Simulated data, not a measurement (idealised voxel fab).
The process module that follows is named voxel released beams.
For reference, the cross-section in this document is cut, with width 235 nm and square cells of 5 nm.
A cross-section in this document is a grid of square cells, and it is written down as bands, the top band listed before the ones below it; a band is made up of one or more rows of cells.
Band: top and bottom heights (nm) first, top before bottom; then materials from left to right, widths in nm. "everywhere" marks a sole material filling the band edge to edge. "empty" denotes empty space.
Heights are expressed relative to 0, this being the level below which the as-received wafer comprises one material exclusively. The lowest band is unbounded in the downward direction and is denoted as in "0 and below".
Width spec "30->40" -> top row of cells at first value, bottom row at second value, equal per-row change in between.
Take "no alterations made" at face value: in the step it is given for, the cross-section changed in none of its cells.
"Closed void list" lists enclosed empty spaces (at least 8 cells, no open path upward to the top), each as width x height at distance from the left edge, in nm.
That trailing text on a step's line, after the settings, is the simulator's own remark on the step.
Among the settings permitted on a step's line is "overlay nm"; applied to a step with a mask, it specifies the extent to which the mask lay to the right of its planned position, whereas a negative figure signifies a position to the left.
**plan**
1,RECEIVE,material Si
2,CONFORMAL_DEP,material Al2O3,thk nm 10
3,DIRECTIONAL_DEP,material SiO2,thk nm 15
4,MASKED_ETCH,tone open,mask id ANCHOR,width nm 30,etch materials SiO2,depth nm 15,overlay nm 0
5,CONFORMAL_DEP,material polySi,thk nm 10
6,MASKED_ETCH,tone cover,mask id BEAM,width nm 100,etch materials polySi,depth nm 10,overlay nm 0
7,STRIP,etch materials SiO2
**Cross-sectional view of the wafer in its as-received condition, corresponding to the state after step 1**
> 0 and below: Si everywhere
> Closed void list: none
**Post-module cross-section: identical start and plan to those above, one misstep in execution**
> 35 down to 25: empty (65); polySi (25); empty (10); polySi (65); empty (70)
> 25 down to 20: empty (80); polySi (10); empty (10); polySi (10); empty (125)
> 20 down to 10: empty (80); polySi (30); empty (125)
> 10 down to 0: Al2O3 everywhere
> 0 and below: Si everywhere
> Closed void list: none
Short version of what went wrong: step 4 ran differently from the plan; actual operation with settings: MASKED_ETCH,tone open,mask id ANCHOR,width nm 30,etch materials SiO2,depth nm 15,overlay nm 10
